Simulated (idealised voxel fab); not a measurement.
Documented hereafter: the process module known as voxel double patterning.
cross-section cut | 160 nm wide | cells 5 nm
Notation: cross-section as square-cell grid; stated in bands, top first, going down; one or more cell rows per band.
Top height, bottom height, nm. Materials left to right, width each, nm. Single material + "edge to edge" = fills band edge to edge. "air" = empty.
Counting heights begins at 0, where everything beneath is, in the wafer as received, one material. The lowest band has no bottom; it goes on downwards, as "from 0 down" shows.
Note: "30 to 40" means the width goes from the first number (top row of the band) to the second number (bottom row) in equal steps per row of cells.
Step note "nothing altered" = no cross-section cell changed.
"Listed closed voids" specifies each empty space that is not open to the top and that occupies no fewer than 8 cells, using the form width x height at distance, the distance measured from the left edge and all three quantities in nm.
Anything after a step's settings on that line? It's the simulator's own note about the step.
Steps that use a mask can have "overlay nm" on their line. It says how far the mask sat to the right of where it was meant to be. Negative means to the left.

**Below is the list of planned process steps**
1: RECEIVE,material Si
2: CONFORMAL_DEP,material SiO2,thk nm 10
3: DIRECTIONAL_DEP,material W,thk nm 10
4: DIRECTIONAL_DEP,material SiN,thk nm 5
5: DIRECTIONAL_DEP,material aC,thk nm 15
6: PATTERN,tone open,mask id FIRST,material resist,width nm 15,pitch nm 50,thk nm 35,overlay nm 0
7: DIRECTIONAL_ETCH,etch materials aC,depth nm 15
8: STRIP,etch materials resist
9: DIRECTIONAL_ETCH,etch materials SiN,depth nm 5
10: STRIP,etch materials aC
11: DIRECTIONAL_DEP,material aC,thk nm 10
12: PATTERN,tone open,mask id SECOND,material resist,width nm 15,thk nm 30,overlay nm 0
13: DIRECTIONAL_ETCH,etch materials aC,depth nm 10
14: STRIP,etch materials resist
15: DIRECTIONAL_ETCH,etch materials SiN,depth nm 5
16: STRIP,etch materials aC
17: DIRECTIONAL_ETCH,etch materials W,depth nm 10
18: STRIP,etch materials SiN

**Wafer as received: cross-section following step 1**
- from 0 down = Si edge to edge
- Listed closed voids: none

**First of two wafers: cross-section at end of module, run per plan**
- from 20 to 10 = W=45 / air=15 / W=10 / air=15 / W=10 / air=15 / W=50
- from 10 to 0 = SiO2 edge to edge
- from 0 down = Si edge to edge
- Listed closed voids: none

**Cross-sectional view: second of two wafers, end of module; start and plan identical to the first, one mistake in running**
- from 20 to 10 = W=45 / air=15 / W=5 / air=25 / W=5 / air=15 / W=50
- from 10 to 0 = SiO2 edge to edge
- from 0 down = Si edge to edge
- Listed closed voids: none
Which mistake was made when the wafer was run? for step 12, the planned setting was not used; the step was instead run as PATTERN,tone open,mask id SECOND,material resist,width nm 25,thk nm 30,overlay nm 0
Materials where the second wafer ends with more or fewer cells than the first: W -4
